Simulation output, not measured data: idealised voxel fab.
Presented below is a process module, voxel released beams.
Square cell edge 5 nm, section width 240 nm, ID cut.
Cross-section = grid of square cells, listed top down in bands; band = one or more rows.
In this notation a band is specified by the heights of its top and bottom, in that order and in nm, after which its materials appear from left to right, each paired with its width in nm. The word "full width" attached to a single material means that material fills the band from edge to edge; the word "blank" stands for empty space.
Height 0 is the level under which the wafer as received is all one material. The lowest band goes on downwards, as in "0 -> down".
You'd read "30..40" like this: the band's top row of cells is as wide as the first number, its bottom row is as wide as the second, and going down, every row changes width by the same amount as the row before did.
You'll sometimes find "everything unchanged" written for a step, and that's the way of saying that nowhere in the cross-section did a cell change during that step.
You'll see "Closed void list" listing empty spaces that have no way open to the top, as long as they're 8 cells or more; the notation is width x height at distance, where the distance is from the left edge, and all of it is in nm.
That trailing text on a step's line, after the settings, is the simulator's own remark on the step.
overlay nm: for a step with a mask, the amount by which the mask lay right of where it was planned; a negative amount means left of it.

**Below is the list of planned process steps**
1) op RECEIVE | material Si
2) op CONFORMAL_DEP | material SiN | thk nm 5
3) op DIRECTIONAL_DEP | material SiO2 | thk nm 20
4) op DIRECTIONAL_DEP | material aC | thk nm 10
5) op PATTERN | tone open | mask id ANCHOR | material resist | width nm 40 | thk nm 25 | overlay nm 0
6) op DIRECTIONAL_ETCH | etch materials aC | depth nm 10
7) op STRIP | etch materials resist
8) op DIRECTIONAL_ETCH | etch materials SiO2 | depth nm 20
9) op STRIP | etch materials aC
10) op CONFORMAL_DEP | material polySi | thk nm 15
11) op DIRECTIONAL_DEP | material aC | thk nm 10
12) op PATTERN | tone cover | mask id BEAM | material resist | width nm 90 | thk nm 30 | overlay nm 0
13) op DIRECTIONAL_ETCH | etch materials aC | depth nm 10
14) op STRIP | etch materials resist
15) op DIRECTIONAL_ETCH | etch materials polySi | depth nm 15
16) op STRIP | etch materials aC
17) op STRIP | etch materials SiO2

**Delivered wafer in cross-section: state after step 1**
	0 -> down | Si full width
	Closed void list: none

**First wafer of two, sectioned at end of module; run went per plan**
	40 -> 25 | blank: 70; polySi: 20; blank: 10; polySi: 60; blank: 80
	25 -> 20 | blank: 75; polySi: 15; blank: 10; polySi: 15; blank: 125
	20 -> 5 | blank: 75; polySi: 40; blank: 125
	5 -> 0 | SiN full width
	0 -> down | Si full width
	Closed void list: none

**Cross-sectional image of the second wafer of the two following completion of the module. Starting state and process plan were the same as for the first wafer; one execution error occurred**
	40 -> 25 | blank: 70; polySi: 90; blank: 80
	25 -> 20 | SiN full width
	20 -> 0 | SiO2 full width
	0 -> down | Si full width
	Closed void list: none
Deviation from plan: the executed order of steps 2 and 3 is the reverse of that specified in the plan, each step having taken the other's position
Upon completion, the second wafer contains, in terms of cells, a greater or smaller amount of certain materials than the first wafer: SiO2 +192 | polySi -24
